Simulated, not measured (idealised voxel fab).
process module | voxel capacitor over wiring
cross-section cut | 180 nm wide | cells 5 nm
A cross-section is a grid of square cells, given in bands from the top down. A band is one or more rows of cells.
Each band's line starts with the height of the band's top and of its bottom, in nm. Then come its materials from left to right, each with its width in nm. One material with "throughout" fills the band from edge to edge. "air" is empty space.
Height 0 is the level under which the wafer as received is all one material. The lowest band goes on downwards, as in "0 down".
A width such as "30 to 40" changes by the same amount from each row of cells to the next, from the band's top row to its bottom row.
"no change" after a step means that no cell of the cross-section changed.
closed voids: empty space of 8 cells or more with no open way to the top, each as width x height at its distance from the left edge, in nm
after a step's settings: what the simulator itself notes on the step
overlay nm, on a step with a mask: how far to the right of its planned place the mask lay; to the left if negative
plan
1 op RECEIVE | material Si
2 op CONFORMAL_DEP | material SiO2 | thk nm 15
3 op DIRECTIONAL_DEP | material TiN | thk nm 5
4 op DIRECTIONAL_DEP | material W | thk nm 20
5 op MASKED_ETCH | tone cover | mask id METAL_1 | width nm 20 | pitch nm 75 | etch materials W | depth nm 20 | overlay nm 0
6 op MASKED_ETCH | tone cover | mask id METAL_1 | width nm 20 | pitch nm 75 | etch materials TiN | depth nm 5 | overlay nm 0
7 op CONFORMAL_DEP | material SiCN | thk nm 5
8 op FILL_DEP | material SiO2 | thk nm 10
9 op CMP | height nm 40
10 op CONFORMAL_DEP | material SiCN | thk nm 5
11 op DIRECTIONAL_DEP | material lowk | thk nm 20
12 op DIRECTIONAL_DEP | material aC | thk nm 10
13 op PATTERN | tone open | mask id PLUG_1 | material resist | width nm 15 | thk nm 25 | overlay nm 0
14 op DIRECTIONAL_ETCH | etch materials aC | depth nm 10
15 op STRIP | etch materials resist
16 op DIRECTIONAL_ETCH | etch materials lowk | depth nm 20
17 op DIRECTIONAL_ETCH | etch materials SiCN | depth nm 5
18 op STRIP | etch materials aC
19 op CONFORMAL_DEP | material TiN | thk nm 5
20 op FILL_DEP | material Ru | thk nm 5
21 op CMP | height nm 65
22 op DIRECTIONAL_DEP | material TiN | thk nm 5
23 op DIRECTIONAL_DEP | material HfO2 | thk nm 5
24 op DIRECTIONAL_DEP | material TiN | thk nm 5
25 op MASKED_ETCH | tone cover | mask id UPPER_PLATE | width nm 60 | etch materials TiN | depth nm 5 | overlay nm 0
26 op MASKED_ETCH | tone cover | mask id UPPER_PLATE | width nm 60 | etch materials HfO2 | depth nm 5 | overlay nm 0
27 op MASKED_ETCH | tone cover | mask id LOWER_PLATE | width nm 70 | etch materials TiN | depth nm 5 | overlay nm 0
28 op FILL_DEP | material SiO2 | thk nm 20
29 op CMP | height nm 95
30 op PATTERN | tone open | mask id PLUG_2 | material resist | width nm 15 | thk nm 20 | overlay nm 0
31 op DIRECTIONAL_ETCH | etch materials SiO2 | depth nm 15
32 op STRIP | etch materials resist
33 op CONFORMAL_DEP | material TiN | thk nm 5
34 op FILL_DEP | material Ru | thk nm 10
35 op CMP | height nm 95
36 op CONFORMAL_DEP | material SiN | thk nm 5
varied across the wafers: thk nm of step 10. The plan shows the first wafer's value. All wafers start alike
first wafer as received, after step 1
  0 down: Si throughout
  closed voids: none
each wafer at the end: cells of each material gained (+) or lost (-) since it was received, then its closed voids
thk nm 5 | +12 HfO2 | +6 Ru | +77 SiCN | +36 SiN | +373 SiO2 | +52 TiN | +32 W | +132 lowk | closed voids: none
thk nm 10 | +12 HfO2 | +5 Ru | +113 SiCN | +36 SiN | +373 SiO2 | +50 TiN | +32 W | +99 lowk | closed voids: none
thk nm 15 | +12 HfO2 | +4 Ru | +149 SiCN | +36 SiN | +373 SiO2 | +48 TiN | +32 W | +66 lowk | closed voids: none
thk nm 20 | +12 HfO2 | +3 Ru | +185 SiCN | +36 SiN | +373 SiO2 | +46 TiN | +32 W | +33 lowk | closed voids: none
